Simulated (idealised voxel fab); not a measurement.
Process module name: voxel quadruple lines
Pictured: cross-section cut, 245 nm wide, on a grid of 5 nm square cells.
Each cross-section below is a grid of square cells, stated as bands in top-down order, with one or more rows of cells making up each band.
The entry gives the band's vertical extent as a top height and a bottom height in nm, then its horizontal make-up as materials from left to right, each with a width in nm. "air" stands for empty space; a single material marked "edge to edge" fills the band edge to edge.
Counting heights begins at 0, where everything beneath is, in the wafer as received, one material. The lowest band has no bottom; it goes on downwards, as "0 and below" shows.
Quick explanation for "30->40": the width changes in equal steps down the rows of cells, from the first number in the band's top row to the second number in its bottom row.
Reading "remains unaltered" for a step: not a cell of the cross-section changed in it.
Closed-off voids of 8+ cells (no open route to the top) go in "Sealed void list", written width x height at distance from the left edge, in nm.
The remark found on a step's line after its settings is issued by the simulator itself and pertains to that step.
Among the settings permitted on a step's line is "overlay nm"; applied to a step with a mask, it specifies the extent to which the mask lay to the right of its planned position, whereas a negative figure signifies a position to the left.
### Steps planned for the process
1 RECEIVE, material Si
2 CONFORMAL_DEP, material Al2O3, thk nm 10
3 DIRECTIONAL_DEP, material TiN, thk nm 10
4 DIRECTIONAL_DEP, material polySi, thk nm 15
5 DIRECTIONAL_DEP, material aC, thk nm 25
6 PATTERN, tone cover, mask id MANDREL, material resist, width nm 25, pitch nm 80, thk nm 35, overlay nm 0
7 DIRECTIONAL_ETCH, etch materials aC, depth nm 25
8 STRIP, etch materials resist
9 CONFORMAL_DEP, material SiO2, thk nm 15
10 DIRECTIONAL_ETCH, etch materials SiO2, depth nm 15
11 STRIP, etch materials aC
12 DIRECTIONAL_ETCH, etch materials polySi, depth nm 15
13 STRIP, etch materials SiO2
14 CONFORMAL_DEP, material SiN, thk nm 5
15 DIRECTIONAL_ETCH, etch materials SiN, depth nm 5
16 STRIP, etch materials polySi
17 DIRECTIONAL_ETCH, etch materials TiN, depth nm 10
18 STRIP, etch materials SiN
### The first of the two wafers, which ran as planned
### Cross-sectional view of the wafer in its as-received condition, corresponding to the state after step 1
0 and below: Si edge to edge
Sealed void list: none
### Step 2 done - wafer cross-section
10 down to 0: Al2O3 edge to edge
For the remainder of the cross-section, below 0, there is no change.
### Step 3 done - wafer cross-section
20 down to 10: TiN edge to edge
For the remainder of the cross-section, below 10, there is no change.
### Step 4 done - wafer cross-section
35 down to 20: polySi edge to edge
For the remainder of the cross-section, below 20, there is no change.
### Step 5 done - wafer cross-section
60 down to 35: aC edge to edge
For the remainder of the cross-section, below 35, there is no change.
### Step 6 done - wafer cross-section
95 down to 60: 70 of air, then 25 of resist, then 55 of air, then 25 of resist, then 70 of air
For the remainder of the cross-section, below 60, there is no change.
### Step 7 done - wafer cross-section
70 down to 60: 70 of air, then 25 of resist, then 55 of air, then 25 of resist, then 70 of air
60 down to 35: 70 of air, then 25 of aC, then 55 of air, then 25 of aC, then 70 of air
For the remainder of the cross-section, below 35, there is no change.
### Step 8 done - wafer cross-section
60 down to 35: 70 of air, then 25 of aC, then 55 of air, then 25 of aC, then 70 of air
For the remainder of the cross-section, below 35, there is no change.
### Step 9 done - wafer cross-section
75 down to 60: 55 of air, then 55 of SiO2, then 25 of air, then 55 of SiO2, then 55 of air
60 down to 50: 55 of air, then 15 of SiO2, then 25 of aC, then 15 of SiO2, then 25 of air, then 15 of SiO2, then 25 of aC, then 15 of SiO2, then 55 of air
50 down to 35: 70 of SiO2, then 25 of aC, then 55 of SiO2, then 25 of aC, then 70 of SiO2
For the remainder of the cross-section, below 35, there is no change.
### Step 10 done - wafer cross-section
60 down to 35: 55 of air, then 15 of SiO2, then 25 of aC, then 15 of SiO2, then 25 of air, then 15 of SiO2, then 25 of aC, then 15 of SiO2, then 55 of air
For the remainder of the cross-section, below 35, there is no change.
### Step 11 done - wafer cross-section
60 down to 35: 55 of air, then 15 of SiO2, then 25 of air, then 15 of SiO2, then 25 of air, then 15 of SiO2, then 25 of air, then 15 of SiO2, then 55 of air
For the remainder of the cross-section, below 35, there is no change.
### Step 12 done - wafer cross-section
60 down to 35: 55 of air, then 15 of SiO2, then 25 of air, then 15 of SiO2, then 25 of air, then 15 of SiO2, then 25 of air, then 15 of SiO2, then 55 of air
35 down to 20: 55 of air, then 15 of polySi, then 25 of air, then 15 of polySi, then 25 of air, then 15 of polySi, then 25 of air, then 15 of polySi, then 55 of air
For the remainder of the cross-section, below 20, there is no change.
### Step 13 done - wafer cross-section
35 down to 20: 55 of air, then 15 of polySi, then 25 of air, then 15 of polySi, then 25 of air, then 15 of polySi, then 25 of air, then 15 of polySi, then 55 of air
For the remainder of the cross-section, below 20, there is no change.
### Step 14 done - wafer cross-section
40 down to 35: 50 of air, then 25 of SiN, then 15 of air, then 25 of SiN, then 15 of air, then 25 of SiN, then 15 of air, then 25 of SiN, then 50 of air
35 down to 25: 50 of air, then 5 of SiN, then 15 of polySi, then 5 of SiN, then 15 of air, then 5 of SiN, then 15 of polySi, then 5 of SiN, then 15 of air, then 5 of SiN, then 15 of polySi, then 5 of SiN, then 15 of air, then 5 of SiN, then 15 of polySi, then 5 of SiN, then 50 of air
25 down to 20: 55 of SiN, then 15 of polySi, then 25 of SiN, then 15 of polySi, then 25 of SiN, then 15 of polySi, then 25 of SiN, then 15 of polySi, then 55 of SiN
For the remainder of the cross-section, below 20, there is no change.
### Step 15 done - wafer cross-section
35 down to 20: 50 of air, then 5 of SiN, then 15 of polySi, then 5 of SiN, then 15 of air, then 5 of SiN, then 15 of polySi, then 5 of SiN, then 15 of air, then 5 of SiN, then 15 of polySi, then 5 of SiN, then 15 of air, then 5 of SiN, then 15 of polySi, then 5 of SiN, then 50 of air
For the remainder of the cross-section, below 20, there is no change.
### Step 16 done - wafer cross-section
35 down to 20: 50 of air, then 5 of SiN, then 15 of air, then 5 of SiN, then 15 of air, then 5 of SiN, then 15 of air, then 5 of SiN, then 15 of air, then 5 of SiN, then 15 of air, then 5 of SiN, then 15 of air, then 5 of SiN, then 15 of air, then 5 of SiN, then 50 of air
For the remainder of the cross-section, below 20, there is no change.
### Step 17 done - wafer cross-section
35 down to 20: 50 of air, then 5 of SiN, then 15 of air, then 5 of SiN, then 15 of air, then 5 of SiN, then 15 of air, then 5 of SiN, then 15 of air, then 5 of SiN, then 15 of air, then 5 of SiN, then 15 of air, then 5 of SiN, then 15 of air, then 5 of SiN, then 50 of air
20 down to 10: 50 of air, then 5 of TiN, then 15 of air, then 5 of TiN, then 15 of air, then 5 of TiN, then 15 of air, then 5 of TiN, then 15 of air, then 5 of TiN, then 15 of air, then 5 of TiN, then 15 of air, then 5 of TiN, then 15 of air, then 5 of TiN, then 50 of air
For the remainder of the cross-section, below 10, there is no change.
### Step 18 done - wafer cross-section
20 down to 10: 50 of air, then 5 of TiN, then 15 of air, then 5 of TiN, then 15 of air, then 5 of TiN, then 15 of air, then 5 of TiN, then 15 of air, then 5 of TiN, then 15 of air, then 5 of TiN, then 15 of air, then 5 of TiN, then 15 of air, then 5 of TiN, then 50 of air
For the remainder of the cross-section, below 10, there is no change.
### The Second Wafer: Common Origin and Plan, One Mistake in Execution, Identical to the First Through Step 5
### Cross-section of the second wafer corresponding to the planned conclusion of step 6
95 down to 60: 75 of air, then 20 of resist, then 60 of air, then 20 of resist, then 70 of air
For the remainder of the cross-section, below 60, there is no change.
### Cross-section of the second wafer corresponding to the planned conclusion of step 7
70 down to 60: 75 of air, then 20 of resist, then 60 of air, then 20 of resist, then 70 of air
60 down to 35: 75 of air, then 20 of aC, then 60 of air, then 20 of aC, then 70 of air
For the remainder of the cross-section, below 35, there is no change.
### Cross-section of the second wafer corresponding to the planned conclusion of step 8
60 down to 35: 75 of air, then 20 of aC, then 60 of air, then 20 of aC, then 70 of air
For the remainder of the cross-section, below 35, there is no change.
### Cross-section of the second wafer corresponding to the planned conclusion of step 9
75 down to 60: 60 of air, then 50 of SiO2, then 30 of air, then 50 of SiO2, then 55 of air
60 down to 50: 60 of air, then 15 of SiO2, then 20 of aC, then 15 of SiO2, then 30 of air, then 15 of SiO2, then 20 of aC, then 15 of SiO2, then 55 of air
50 down to 35: 75 of SiO2, then 20 of aC, then 60 of SiO2, then 20 of aC, then 70 of SiO2
For the remainder of the cross-section, below 35, there is no change.
### Cross-section of the second wafer corresponding to the planned conclusion of step 10
60 down to 35: 60 of air, then 15 of SiO2, then 20 of aC, then 15 of SiO2, then 30 of air, then 15 of SiO2, then 20 of aC, then 15 of SiO2, then 55 of air
For the remainder of the cross-section, below 35, there is no change.
### Cross-section of the second wafer corresponding to the planned conclusion of step 11
60 down to 35: 60 of air, then 15 of SiO2, then 20 of air, then 15 of SiO2, then 30 of air, then 15 of SiO2, then 20 of air, then 15 of SiO2, then 55 of air
For the remainder of the cross-section, below 35, there is no change.
### Cross-section of the second wafer corresponding to the planned conclusion of step 12
60 down to 35: 60 of air, then 15 of SiO2, then 20 of air, then 15 of SiO2, then 30 of air, then 15 of SiO2, then 20 of air, then 15 of SiO2, then 55 of air
35 down to 20: 60 of air, then 15 of polySi, then 20 of air, then 15 of polySi, then 30 of air, then 15 of polySi, then 20 of air, then 15 of polySi, then 55 of air
For the remainder of the cross-section, below 20, there is no change.
### Cross-section of the second wafer corresponding to the planned conclusion of step 13
35 down to 20: 60 of air, then 15 of polySi, then 20 of air, then 15 of polySi, then 30 of air, then 15 of polySi, then 20 of air, then 15 of polySi, then 55 of air
For the remainder of the cross-section, below 20, there is no change.
### Cross-section of the second wafer corresponding to the planned conclusion of step 14
40 down to 35: 55 of air, then 25 of SiN, then 10 of air, then 25 of SiN, then 20 of air, then 25 of SiN, then 10 of air, then 25 of SiN, then 50 of air
35 down to 25: 55 of air, then 5 of SiN, then 15 of polySi, then 5 of SiN, then 10 of air, then 5 of SiN, then 15 of polySi, then 5 of SiN, then 20 of air, then 5 of SiN, then 15 of polySi, then 5 of SiN, then 10 of air, then 5 of SiN, then 15 of polySi, then 5 of SiN, then 50 of air
25 down to 20: 60 of SiN, then 15 of polySi, then 20 of SiN, then 15 of polySi, then 30 of SiN, then 15 of polySi, then 20 of SiN, then 15 of polySi, then 55 of SiN
For the remainder of the cross-section, below 20, there is no change.
### Cross-section of the second wafer corresponding to the planned conclusion of step 15
35 down to 20: 55 of air, then 5 of SiN, then 15 of polySi, then 5 of SiN, then 10 of air, then 5 of SiN, then 15 of polySi, then 5 of SiN, then 20 of air, then 5 of SiN, then 15 of polySi, then 5 of SiN, then 10 of air, then 5 of SiN, then 15 of polySi, then 5 of SiN, then 50 of air
For the remainder of the cross-section, below 20, there is no change.
### Cross-section of the second wafer corresponding to the planned conclusion of step 16
35 down to 20: 55 of air, then 5 of SiN, then 15 of air, then 5 of SiN, then 10 of air, then 5 of SiN, then 15 of air, then 5 of SiN, then 20 of air, then 5 of SiN, then 15 of air, then 5 of SiN, then 10 of air, then 5 of SiN, then 15 of air, then 5 of SiN, then 50 of air
For the remainder of the cross-section, below 20, there is no change.
### Cross-section of the second wafer corresponding to the planned conclusion of step 17
35 down to 20: 55 of air, then 5 of SiN, then 15 of air, then 5 of SiN, then 10 of air, then 5 of SiN, then 15 of air, then 5 of SiN, then 20 of air, then 5 of SiN, then 15 of air, then 5 of SiN, then 10 of air, then 5 of SiN, then 15 of air, then 5 of SiN, then 50 of air
20 down to 10: 55 of air, then 5 of TiN, then 15 of air, then 5 of TiN, then 10 of air, then 5 of TiN, then 15 of air, then 5 of TiN, then 20 of air, then 5 of TiN, then 15 of air, then 5 of TiN, then 10 of air, then 5 of TiN, then 15 of air, then 5 of TiN, then 50 of air
For the remainder of the cross-section, below 10, there is no change.
### Cross-section of the second wafer corresponding to the planned conclusion of step 18
20 down to 10: 55 of air, then 5 of TiN, then 15 of air, then 5 of TiN, then 10 of air, then 5 of TiN, then 15 of air, then 5 of TiN, then 20 of air, then 5 of TiN, then 15 of air, then 5 of TiN, then 10 of air, then 5 of TiN, then 15 of air, then 5 of TiN, then 50 of air
For the remainder of the cross-section, below 10, there is no change.
The plan and the run diverged here: the process deviated at step 6: the operation and settings actually run there were PATTERN, tone cover, mask id MANDREL, material resist, width nm 20, pitch nm 80, thk nm 35, overlay nm 0
At the close, every material occupies the same number of cells on the second wafer as on the first, only in different positions.
